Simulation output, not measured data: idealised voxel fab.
Process module in this document: voxel released beams
It is cross-section cut that appears here, measuring 220 nm in width, its square cells being 5 nm in size.
The cross-sections in this document take the form of a grid made of square cells. They are written out as bands, in order from top to bottom. Each band consists of one or more rows of cells. The band entry comprises the height of the band's top followed by the height of its bottom, expressed in nm, and subsequently the band's materials from left to right, each stated together with its width in nm. Where a single material is marked with the word "all across", that material fills the band from edge to edge. The word "air" represents empty space. Where do heights start? At 0: under that level the wafer as delivered is made of one material only. And the lowest band has no floor; it just carries on downward, as in "from 0 down". The notation "30 to 40" denotes a width that varies across the rows of cells in the band, beginning at the first number in the top row, finishing at the second number in the bottom row, and changing by an identical amount from each row to the next. "no modifications" for a step: no cell of the cross-section changed in that step. Reported under the label "Enclosed internal cavities" are the empty spaces having no open way to the top and comprising 8 cells or more; the notation for each is width x height at distance, in which the distance is measured from the left edge and all three values are in nm. Heads up: the bit after the settings on a step's line is the simulator's remark on that step. overlay nm: right-of-plan distance of the mask on a masked step; negative values mean left-of-plan.
[List of planned process steps]
1,RECEIVE with material Si
2,CONFORMAL_DEP with material SiN, thk nm 5
3,DIRECTIONAL_DEP with material SiO2, thk nm 10
4,MASKED_ETCH with tone open, mask id ANCHOR, width nm 35, etch materials SiO2, depth nm 10, overlay nm 0
5,CONFORMAL_DEP with material TiN, thk nm 15
6,DIRECTIONAL_DEP with material aC, thk nm 10
7,PATTERN with tone cover, mask id BEAM, material resist, width nm 90, thk nm 30, overlay nm 0
8,DIRECTIONAL_ETCH with etch materials aC, depth nm 10
9,STRIP with etch materials resist
10,DIRECTIONAL_ETCH with etch materials TiN, depth nm 15
11,STRIP with etch materials aC
12,STRIP with etch materials SiO2
[First wafer of two (run as planned)]
[As-received state of the wafer in cross-section, equivalent to post-step 1]
> from 0 down = Si all across
> Enclosed internal cavities: none
[Once step 2 is through, the wafer looks like this in cross-section]
> from 5 to 0 = SiN all across
> Below 0, no change.
[Once step 3 is through, the wafer looks like this in cross-section]
> from 15 to 5 = SiO2 all across
> Below 5, no change.
[Once step 4 is through, the wafer looks like this in cross-section]
> from 15 to 5 = 65 nm SiO2; 35 nm air; 120 nm SiO2
> Below 5, no change.
[Once step 5 is through, the wafer looks like this in cross-section]
> from 30 to 20 = 80 nm TiN; 5 nm air; 135 nm TiN
> from 20 to 15 = TiN all across
> from 15 to 5 = 65 nm SiO2; 35 nm TiN; 120 nm SiO2
> Below 5, no change.
[Once step 6 is through, the wafer looks like this in cross-section]
> from 40 to 30 = 80 nm aC; 5 nm air; 135 nm aC
> from 30 to 20 = 80 nm TiN; 5 nm aC; 135 nm TiN
> Below 20, no change.
[Once step 7 is through, the wafer looks like this in cross-section]
> from 70 to 40 = 60 nm air; 90 nm resist; 70 nm air
> from 40 to 30 = 80 nm aC; 5 nm resist; 135 nm aC
> Below 30, no change.
[Once step 8 is through, the wafer looks like this in cross-section]
> from 60 to 40 = 60 nm air; 90 nm resist; 70 nm air
> from 40 to 30 = 60 nm air; 20 nm aC; 5 nm resist; 65 nm aC; 70 nm air
> Below 30, no change.
[Once step 9 is through, the wafer looks like this in cross-section]
> from 40 to 30 = 60 nm air; 20 nm aC; 5 nm air; 65 nm aC; 70 nm air
> Below 30, no change.
[Once step 10 is through, the wafer looks like this in cross-section]
> from 40 to 30 = 60 nm air; 20 nm aC; 5 nm air; 65 nm aC; 70 nm air
> from 30 to 20 = 60 nm air; 20 nm TiN; 5 nm aC; 65 nm TiN; 70 nm air
> from 20 to 15 = 60 nm air; 90 nm TiN; 70 nm air
> Below 15, no change.
[Once step 11 is through, the wafer looks like this in cross-section]
> from 30 to 20 = 60 nm air; 20 nm TiN; 5 nm air; 65 nm TiN; 70 nm air
> Below 20, no change.
[Once step 12 is through, the wafer looks like this in cross-section]
> from 30 to 20 = 60 nm air; 20 nm TiN; 5 nm air; 65 nm TiN; 70 nm air
> from 20 to 15 = 60 nm air; 90 nm TiN; 70 nm air
> from 15 to 5 = 65 nm air; 35 nm TiN; 120 nm air
> Below 5, no change.
[It is to be noted that the second wafer proceeded from the same initial state and according to the same plan as the first, although one mistake was committed in its execution; through step 3, inclusive, the two wafers share an identical history]
[Cross-section of the second wafer at the time by which step 4 should have been completed according to the plan]
> from 15 to 5 = 65 nm air; 35 nm SiO2; 120 nm air
> Below 5, no change.
[Cross-section of the second wafer at the time by which step 5 should have been completed according to the plan]
> from 30 to 20 = 50 nm air; 65 nm TiN; 105 nm air
> from 20 to 15 = TiN all across
> from 15 to 5 = 65 nm TiN; 35 nm SiO2; 120 nm TiN
> Below 5, no change.
[Cross-section of the second wafer at the time by which step 6 should have been completed according to the plan]
> from 40 to 30 = 50 nm air; 65 nm aC; 105 nm air
> from 30 to 20 = 50 nm aC; 65 nm TiN; 105 nm aC
> Below 20, no change.
[Cross-section of the second wafer at the time by which step 7 should have been completed according to the plan]
> from 70 to 40 = 60 nm air; 90 nm resist; 70 nm air
> from 40 to 30 = 50 nm air; 65 nm aC; 35 nm resist; 70 nm air
> Below 30, no change.
[Cross-section of the second wafer at the time by which step 8 should have been completed according to the plan]
> from 60 to 40 = 60 nm air; 90 nm resist; 70 nm air
> from 40 to 30 = 60 nm air; 55 nm aC; 35 nm resist; 70 nm air
> from 30 to 20 = 50 nm air; 65 nm TiN; 35 nm aC; 70 nm air
> Below 20, no change.
[Cross-section of the second wafer at the time by which step 9 should have been completed according to the plan]
> from 40 to 30 = 60 nm air; 55 nm aC; 105 nm air
> Below 30, no change.
[Cross-section of the second wafer at the time by which step 10 should have been completed according to the plan]
> from 40 to 30 = 60 nm air; 55 nm aC; 105 nm air
> from 30 to 20 = 60 nm air; 55 nm TiN; 35 nm aC; 70 nm air
> from 20 to 15 = 60 nm air; 90 nm TiN; 70 nm air
> from 15 to 5 = 50 nm air; 15 nm TiN; 35 nm SiO2; 50 nm TiN; 70 nm air
> Below 5, no change.
[Cross-section of the second wafer at the time by which step 11 should have been completed according to the plan]
> from 30 to 20 = 60 nm air; 55 nm TiN; 105 nm air
> Below 20, no change.
Cross-section of the second wafer at the time by which step 12 should have been completed according to the plan: no modifications
Against the plan, the run slipped here: step 4: run off-plan, actual operation and settings MASKED_ETCH with tone cover, mask id ANCHOR, width nm 35, etch materials SiO2, depth nm 10, overlay nm 0
Upon completion, the second wafer contains, in terms of cells, a greater or smaller amount of certain materials than the first wafer: SiO2: 14 more
